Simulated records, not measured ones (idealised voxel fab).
The following process module bears the name voxel transistor to metal.
Square cell edge 5 nm, section width 290 nm, ID cut.
In what follows, cross-sections appear as grids of square cells, described through bands that run from the top down, where every band is one or more rows of cells.
Heights first: top, then bottom, in nm. Then materials, left to right, each with a width in nm. "edge to edge" on a single material: fills the band edge to edge. "empty": empty space.
We count height from 0. Below that, the starting wafer is all one material. The lowest band never ends at the bottom but goes on down; see "z 0 and below" for how that is written.
Read "30..40" as a graded width: first number on top, second number at the bottom, same change between each pair of neighbouring rows.
Reading "no modification" for a step: not a cell of the cross-section changed in it.
You'll see "Closed empty spaces" listing empty spaces that have no way open to the top, as long as they're 8 cells or more; the notation is width x height at distance, where the distance is from the left edge, and all of it is in nm.
Note: text after step settings on the step line = simulator remark on that step.
On any step carrying a mask, the "overlay nm" setting, if present on the step's line, tells how far right of its planned place the mask lay; negative values point to the left.
STEPS IN THE PROCESS PLAN
step 1: op RECEIVE | material Si
step 2: op OXIDIZE | depth nm 5
step 3: op CONFORMAL_DEP | material SiN | thk nm 15
step 4: op DIRECTIONAL_DEP | material aC | thk nm 10
step 5: op PATTERN | tone cover | mask id ACTIVE | material resist | width nm 115 | pitch nm 145 | thk nm 25 | overlay nm 0
step 6: op DIRECTIONAL_ETCH | etch materials aC | depth nm 10
step 7: op STRIP | etch materials resist
step 8: op DIRECTIONAL_ETCH | etch materials SiN | depth nm 15
step 9: op DIRECTIONAL_ETCH | etch materials SiO2 | depth nm 5
step 10: op DIRECTIONAL_ETCH | etch materials Si | depth nm 35
step 11: op STRIP | etch materials aC
step 12: op FILL_DEP | material SiO2 | thk nm 15
step 13: op CMP | height nm 15
step 14: op SELECTIVE_ETCH | etch materials SiO2 | depth nm 10
step 15: op STRIP | etch materials SiN
step 16: op SELECTIVE_ETCH | etch materials SiO2 | depth nm 5
step 17: op OXIDIZE | depth nm 5
step 18: op DIRECTIONAL_DEP | material polySi | thk nm 20
step 19: op DIRECTIONAL_DEP | material SiCN | thk nm 10
step 20: op DIRECTIONAL_DEP | material aC | thk nm 15
step 21: op PATTERN | tone cover | mask id GATE | material resist | width nm 35 | pitch nm 145 | thk nm 30 | overlay nm 0
step 22: op DIRECTIONAL_ETCH | etch materials aC | depth nm 15
step 23: op STRIP | etch materials resist
step 24: op DIRECTIONAL_ETCH | etch materials SiCN | depth nm 20
step 25: op DIRECTIONAL_ETCH | etch materials polySi | depth nm 30
step 26: op STRIP | etch materials aC
step 27: op CONFORMAL_DEP | material SiO2 | thk nm 5
step 28: op DIRECTIONAL_ETCH | etch materials SiO2 | depth nm 5
step 29: op CONFORMAL_DEP | material SiN | thk nm 5
step 30: op DIRECTIONAL_ETCH | etch materials SiN | depth nm 5
step 31: op DIRECTIONAL_ETCH | etch materials SiO2 | depth nm 5
step 32: op DIRECTIONAL_ETCH | etch materials Si | depth nm 10
step 33: op EPI | material SiGe | thk nm 10
step 34: op FILL_DEP | material SiO2 | thk nm 10
step 35: op CMP | height nm 15
step 36: op STRIP | etch materials polySi
step 37: op SELECTIVE_ETCH | etch materials SiO2 | depth nm 5
step 38: op CONFORMAL_DEP | material HfO2 | thk nm 5
step 39: op CONFORMAL_DEP | material TiN | thk nm 5
step 40: op FILL_DEP | material W | thk nm 5
step 41: op CMP | height nm 10
step 42: op DIRECTIONAL_DEP | material SiO2 | thk nm 10
step 43: op PATTERN | tone open | mask id CONTACT | material resist | width nm 20 | thk nm 20 | overlay nm 0
step 44: op DIRECTIONAL_ETCH | etch materials SiO2 | depth nm 30
step 45: op STRIP | etch materials resist
step 46: op CONFORMAL_DEP | material TiN | thk nm 5
step 47: op FILL_DEP | material Ru | thk nm 10
step 48: op CMP | height nm 20
step 49: op DIRECTIONAL_DEP | material TiN | thk nm 5
step 50: op DIRECTIONAL_DEP | material W | thk nm 25
step 51: op PATTERN | tone cover | mask id METAL_1 | material resist | width nm 20 | thk nm 15 | overlay nm 0
step 52: op DIRECTIONAL_ETCH | etch materials W | depth nm 25
step 53: op DIRECTIONAL_ETCH | etch materials TiN | depth nm 5
step 54: op STRIP | etch materials resist
step 55: op FILL_DEP | material lowk | thk nm 10
step 56: op CMP | height nm 50
step 57: op CONFORMAL_DEP | material SiCN | thk nm 5
step 58: op DIRECTIONAL_DEP | material SiO2 | thk nm 30
step 59: op MASKED_ETCH | tone open | mask id METAL_2 | width nm 20 | pitch nm 145 | etch materials SiO2 | depth nm 15 | overlay nm 0
step 60: op MASKED_ETCH | tone open | mask id METAL_2_HOLES | width nm 15 | pitch nm 145 | etch materials SiO2 | depth nm 15 | overlay nm 0
step 61: op MASKED_ETCH | tone open | mask id METAL_2_HOLES | width nm 15 | pitch nm 145 | etch materials SiCN | depth nm 5 | overlay nm 0
step 62: op CONFORMAL_DEP | material TiN | thk nm 5
step 63: op FILL_DEP | material Cu | thk nm 10
step 64: op CMP | height nm 85
step 65: op CONFORMAL_DEP | material SiN | thk nm 5
WAFER AS RECEIVED: CROSS-SECTION FOLLOWING STEP 1
- z 0 and below  Si edge to edge
- Closed empty spaces: none
WHAT THE WAFER LOOKS LIKE IN CROSS-SECTION AFTER THIS MODULE, WHEN IT STARTS AS SHOWN ABOVE AND FOLLOWS THE PLAN ABOVE BUT ONE MISTAKE IS MADE IN RUNNING IT
- z 90 to 85  SiN edge to edge
- z 85 to 75  SiO2=20, TiN=5, Cu=10, TiN=5, SiO2=125, TiN=5, Cu=10, TiN=5, SiO2=105
- z 75 to 70  SiO2=20, TiN=5, Cu=5, TiN=10, SiO2=125, TiN=5, Cu=5, TiN=10, SiO2=105
- z 70 to 55  SiO2=20, TiN=5, Cu=5, TiN=5, SiO2=130, TiN=5, Cu=5, TiN=5, SiO2=110
- z 55 to 50  SiCN=20, TiN=15, SiCN=130, TiN=15, SiCN=110
- z 50 to 25  lowk=20, W=20, lowk=65, W=20, lowk=40, W=20, lowk=65, W=20, lowk=20
- z 25 to 20  lowk=20, TiN=20, lowk=65, TiN=20, lowk=40, TiN=20, lowk=65, TiN=20, lowk=20
- z 20 to 10  SiO2=20, TiN=5, Ru=10, TiN=5, SiO2=65, TiN=5, Ru=10, TiN=5, SiO2=40, TiN=5, Ru=10, TiN=5, SiO2=65, TiN=5, Ru=10, TiN=5, SiO2=20
- z 10 to 5  SiO2=20, TiN=5, Ru=10, TiN=5, SiO2=5, SiN=5, HfO2=5, TiN=5, W=25, TiN=5, HfO2=5, SiN=5, SiO2=5, TiN=5, Ru=10, TiN=5, SiO2=40, TiN=5, Ru=10, TiN=5, SiO2=5, SiN=5, HfO2=5, TiN=5, W=25, TiN=5, HfO2=5, SiN=5, SiO2=5, TiN=5, Ru=10, TiN=5, SiO2=20
- z 5 to 0  SiO2=20, TiN=20, SiO2=5, SiN=5, HfO2=5, TiN=5, W=25, TiN=5, HfO2=5, SiN=5, SiO2=5, TiN=20, SiO2=40, TiN=20, SiO2=5, SiN=5, HfO2=5, TiN=5, W=25, TiN=5, HfO2=5, SiN=5, SiO2=5, TiN=20, SiO2=20
- z 0 to -5  SiO2=15, SiN=5, SiGe=10, TiN=5, SiGe=10, SiN=5, HfO2=5, TiN=35, HfO2=5, SiN=5, SiGe=10, TiN=5, SiGe=10, SiN=5, SiO2=30, SiN=5, SiGe=10, TiN=5, SiGe=10, SiN=5, HfO2=5, TiN=35, HfO2=5, SiN=5, SiGe=10, TiN=5, SiGe=10, SiN=5, SiO2=15
- z -5 to -10  SiO2=20, SiGe=10, TiN=5, SiGe=10, SiO2=5, HfO2=45, SiO2=5, SiGe=10, TiN=5, SiGe=10, SiO2=40, SiGe=10, TiN=5, SiGe=10, SiO2=5, HfO2=45, SiO2=5, SiGe=10, TiN=5, SiGe=10, SiO2=20
- z -10 to -20  SiO2=15, Si=5, SiGe=25, Si=55, SiGe=25, Si=5, SiO2=30, Si=5, SiGe=25, Si=55, SiGe=25, Si=5, SiO2=15
- z -20 to -75  SiO2=15, Si=115, SiO2=30, Si=115, SiO2=15
- z -75 and below  Si edge to edge
- Closed empty spaces: none
Short version of what went wrong: step 10, plan: ran twice
